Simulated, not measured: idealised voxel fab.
This section sets out a process module, namely voxel fin reveal.
In the cross-section labelled cut, the width is 155 nm and each square cell is 5 nm.
A cross-section is written here as square cells arranged in a grid, and it is given in bands from the top down, each band taking up one or more rows of cells.
First you get the band's top height and its bottom height, in nm, and then the materials it's made of, left to right, with each width in nm. If you see a single material with "edge to edge", that one covers the band edge to edge. "air" is empty space.
A quick word on heights: they are counted from 0, and under that level the wafer as it came to us is one material throughout. The lowest band is different from the rest in having no bottom; it simply continues downward, written as in "0 nm and below".
Width "30 to 40": first value at the band's top row of cells, second value at its bottom row, equal change from row to row.
Reading "everything unchanged" for a step: not a cell of the cross-section changed in it.
Basically, "Sealed voids" tells you about the enclosed voids: empty spaces with no open way to the top, 8 cells or bigger, each written width x height at distance, where distance is from the left edge, all in nm.
Text after the settings on a step's line: the simulator's own remark on that step.
Steps that use a mask can have "overlay nm" on their line. It says how far the mask sat to the right of where it was meant to be. Negative means to the left.
## The steps planned for the process are as follows
1. op RECEIVE | material Si
2. op CONFORMAL_DEP | material SiN | thk nm 10
3. op DIRECTIONAL_DEP | material aC | thk nm 15
4. op PATTERN | tone cover | mask id FINS | material resist | width nm 15 | pitch nm 40 | thk nm 30 | overlay nm 0
5. op DIRECTIONAL_ETCH | etch materials aC | depth nm 15
6. op STRIP | etch materials resist
7. op DIRECTIONAL_ETCH | etch materials SiN | depth nm 5
8. op DIRECTIONAL_ETCH | etch materials Si | depth nm 30
9. op STRIP | etch materials aC
10. op FILL_DEP | material SiO2 | thk nm 15
11. op CMP | height nm 10
12. op SELECTIVE_ETCH | etch materials SiO2 | depth nm 30
13. op STRIP | etch materials SiN
14. op CONFORMAL_DEP | material HfO2 | thk nm 5
The plan shows the depth nm of step 7 as the first wafer had it; this setting differs between the wafers, which start out alike.
## First of several wafers (as received, post step 1), cross-sectional view
> 0 nm and below = Si edge to edge
> Sealed voids: none
## Last step of the module is step 14; after it, the first of several wafers in cross-section
> 5 nm to 0 nm = HfO2 edge to edge
> 0 nm and below = Si edge to edge
> Sealed voids: none
## A cross-section through the last wafer at the close of the module
> 5 nm to 0 nm = 45 nm air; 25 nm HfO2; 15 nm air; 25 nm HfO2; 45 nm air
> 0 nm to -15 nm = 45 nm air; 5 nm HfO2; 15 nm Si; 5 nm HfO2; 15 nm air; 5 nm HfO2; 15 nm Si; 5 nm HfO2; 45 nm air
> -15 nm to -20 nm = 50 nm HfO2; 15 nm Si; 25 nm HfO2; 15 nm Si; 50 nm HfO2
> -20 nm to -30 nm = 50 nm SiO2; 15 nm Si; 25 nm SiO2; 15 nm Si; 50 nm SiO2
> -30 nm and below = Si edge to edge
> Sealed voids: none
## Per wafer, end of module: cells gained (+) or lost (-) per material since receipt, then closed voids
depth nm 5 | +31 HfO2 | Sealed voids: none
depth nm 10 | +47 HfO2 | -150 Si | +50 SiO2 | Sealed voids: none
depth nm 15 | +47 HfO2 | -150 Si | +50 SiO2 | Sealed voids: none
depth nm 20 | +47 HfO2 | -150 Si | +50 SiO2 | Sealed voids: none
depth nm 25 | +47 HfO2 | -150 Si | +50 SiO2 | Sealed voids: none
